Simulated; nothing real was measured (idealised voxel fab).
This is a process module. Its name is voxel double patterning.
Section shown: cut. Width: 300 nm. Cell size: 5 nm, square.
Throughout this document, each cross-section is represented as a grid of square cells and is presented as a sequence of bands enumerated from the top downward, where a band comprises one or more rows of cells.
Quick guide to a band line: top height, bottom height (nm) up front; then every material left to right with its width in nm. Only one material and it's marked "full width"? Then it fills the band edge to edge. And "empty" just means empty space.
For the purposes of this specification, 0 denotes the height below which the wafer in its as-received condition is composed wholly of one material, and the lowermost band, lacking a lower limit, extends downward without end, as expressed in "0 and below".
A width given as "30 to 40" starts at the first number in the band's top row and ends at the second number in its bottom row, shifting by an equal amount at every step from row to row.
Any step labelled "no modification" changed none of the cells in the cross-section.
"Entrapped void list" lists enclosed empty spaces (at least 8 cells, no open path upward to the top), each as width x height at distance from the left edge, in nm.
What comes after the settings on a step's line is commentary from the simulator itself on that step.
overlay nm: how far to the right of its planned place the mask lay on this masked step (negative: to the left).

Steps planned for the process:
- 1: RECEIVE,material Si
- 2: CONFORMAL_DEP,material SiO2,thk nm 10
- 3: DIRECTIONAL_DEP,material TiN,thk nm 15
- 4: DIRECTIONAL_DEP,material SiCN,thk nm 5
- 5: DIRECTIONAL_DEP,material aC,thk nm 10
- 6: PATTERN,tone open,mask id FIRST,material resist,width nm 15,pitch nm 50,thk nm 30,overlay nm 0
- 7: DIRECTIONAL_ETCH,etch materials aC,depth nm 10
- 8: STRIP,etch materials resist
- 9: DIRECTIONAL_ETCH,etch materials SiCN,depth nm 5
- 10: STRIP,etch materials aC
- 11: MASKED_ETCH,tone open,mask id SECOND,width nm 15,pitch nm 50,etch materials SiCN,depth nm 5,overlay nm 0
- 12: DIRECTIONAL_ETCH,etch materials TiN,depth nm 15
- 13: STRIP,etch materials SiCN

The first of two wafers, run as planned:

Received-state cross-section, reflecting completion of step 1:
  0 and below: Si full width
  Entrapped void list: none

Presented here is a cross-section of the wafer after step 2 has been performed:
  10 down to 0: SiO2 full width
  Unchanged below 0.

Presented here is a cross-section of the wafer after step 3 has been performed:
  25 down to 10: TiN full width
  Unchanged below 10.

Presented here is a cross-section of the wafer after step 4 has been performed:
  30 down to 25: SiCN full width
  Unchanged below 25.

Presented here is a cross-section of the wafer after step 5 has been performed:
  40 down to 30: aC full width
  Unchanged below 30.

Presented here is a cross-section of the wafer after step 6 has been performed:
  70 down to 40: 90 resist  15 empty  35 resist  15 empty  35 resist  15 empty  95 resist
  Unchanged below 40.

Presented here is a cross-section of the wafer after step 7 has been performed:
  60 down to 40: 90 resist  15 empty  35 resist  15 empty  35 resist  15 empty  95 resist
  40 down to 30: 90 aC  15 empty  35 aC  15 empty  35 aC  15 empty  95 aC
  Unchanged below 30.

Presented here is a cross-section of the wafer after step 8 has been performed:
  40 down to 30: 90 aC  15 empty  35 aC  15 empty  35 aC  15 empty  95 aC
  Unchanged below 30.

Presented here is a cross-section of the wafer after step 9 has been performed:
  40 down to 30: 90 aC  15 empty  35 aC  15 empty  35 aC  15 empty  95 aC
  30 down to 25: 90 SiCN  15 empty  35 SiCN  15 empty  35 SiCN  15 empty  95 SiCN
  Unchanged below 25.

Presented here is a cross-section of the wafer after step 10 has been performed:
  30 down to 25: 90 SiCN  15 empty  35 SiCN  15 empty  35 SiCN  15 empty  95 SiCN
  Unchanged below 25.

Presented here is a cross-section of the wafer after step 11 has been performed:
  30 down to 25: 90 SiCN  15 empty  10 SiCN  15 empty  10 SiCN  15 empty  10 SiCN  15 empty  10 SiCN  15 empty  95 SiCN
  Unchanged below 25.

Presented here is a cross-section of the wafer after step 12 has been performed:
  30 down to 25: 90 SiCN  15 empty  10 SiCN  15 empty  10 SiCN  15 empty  10 SiCN  15 empty  10 SiCN  15 empty  95 SiCN
  25 down to 10: 90 TiN  15 empty  10 TiN  15 empty  10 TiN  15 empty  10 TiN  15 empty  10 TiN  15 empty  95 TiN
  Unchanged below 10.

Presented here is a cross-section of the wafer after step 13 has been performed:
  25 down to 10: 90 TiN  15 empty  10 TiN  15 empty  10 TiN  15 empty  10 TiN  15 empty  10 TiN  15 empty  95 TiN
  Unchanged below 10.

What follows concerns the second wafer, which started out like the first and was meant to follow the very same plan; one mistake crept in when it was run, but everything up to and including step 1 is the same as for the first wafer:

Cross-sectional view of the second wafer at the intended end time of process step 2: no modification

Cross-sectional view of the second wafer at the intended end time of process step 3:
  15 down to 0: TiN full width
  Unchanged below 0.

Cross-sectional view of the second wafer at the intended end time of process step 4:
  20 down to 15: SiCN full width
  Unchanged below 15.

Cross-sectional view of the second wafer at the intended end time of process step 5:
  30 down to 20: aC full width
  Unchanged below 20.

Cross-sectional view of the second wafer at the intended end time of process step 6:
  60 down to 30: 90 resist  15 empty  35 resist  15 empty  35 resist  15 empty  95 resist
  Unchanged below 30.

Cross-sectional view of the second wafer at the intended end time of process step 7:
  50 down to 30: 90 resist  15 empty  35 resist  15 empty  35 resist  15 empty  95 resist
  30 down to 20: 90 aC  15 empty  35 aC  15 empty  35 aC  15 empty  95 aC
  Unchanged below 20.

Cross-sectional view of the second wafer at the intended end time of process step 8:
  30 down to 20: 90 aC  15 empty  35 aC  15 empty  35 aC  15 empty  95 aC
  Unchanged below 20.

Cross-sectional view of the second wafer at the intended end time of process step 9:
  30 down to 20: 90 aC  15 empty  35 aC  15 empty  35 aC  15 empty  95 aC
  20 down to 15: 90 SiCN  15 empty  35 SiCN  15 empty  35 SiCN  15 empty  95 SiCN
  Unchanged below 15.

Cross-sectional view of the second wafer at the intended end time of process step 10:
  20 down to 15: 90 SiCN  15 empty  35 SiCN  15 empty  35 SiCN  15 empty  95 SiCN
  Unchanged below 15.

Cross-sectional view of the second wafer at the intended end time of process step 11:
  20 down to 15: 90 SiCN  15 empty  10 SiCN  15 empty  10 SiCN  15 empty  10 SiCN  15 empty  10 SiCN  15 empty  95 SiCN
  Unchanged below 15.

Cross-sectional view of the second wafer at the intended end time of process step 12:
  20 down to 15: 90 SiCN  15 empty  10 SiCN  15 empty  10 SiCN  15 empty  10 SiCN  15 empty  10 SiCN  15 empty  95 SiCN
  15 down to 0: 90 TiN  15 empty  10 TiN  15 empty  10 TiN  15 empty  10 TiN  15 empty  10 TiN  15 empty  95 TiN
  Unchanged below 0.

Cross-sectional view of the second wafer at the intended end time of process step 13:
  15 down to 0: 90 TiN  15 empty  10 TiN  15 empty  10 TiN  15 empty  10 TiN  15 empty  10 TiN  15 empty  95 TiN
  Unchanged below 0.
Which mistake was made when the wafer was run? execution of step 2 of the plan did not take place, the step having been omitted
Counted in cells at the end, the second wafer holds more or fewer of these materials than the first: SiO2: 120 fewer
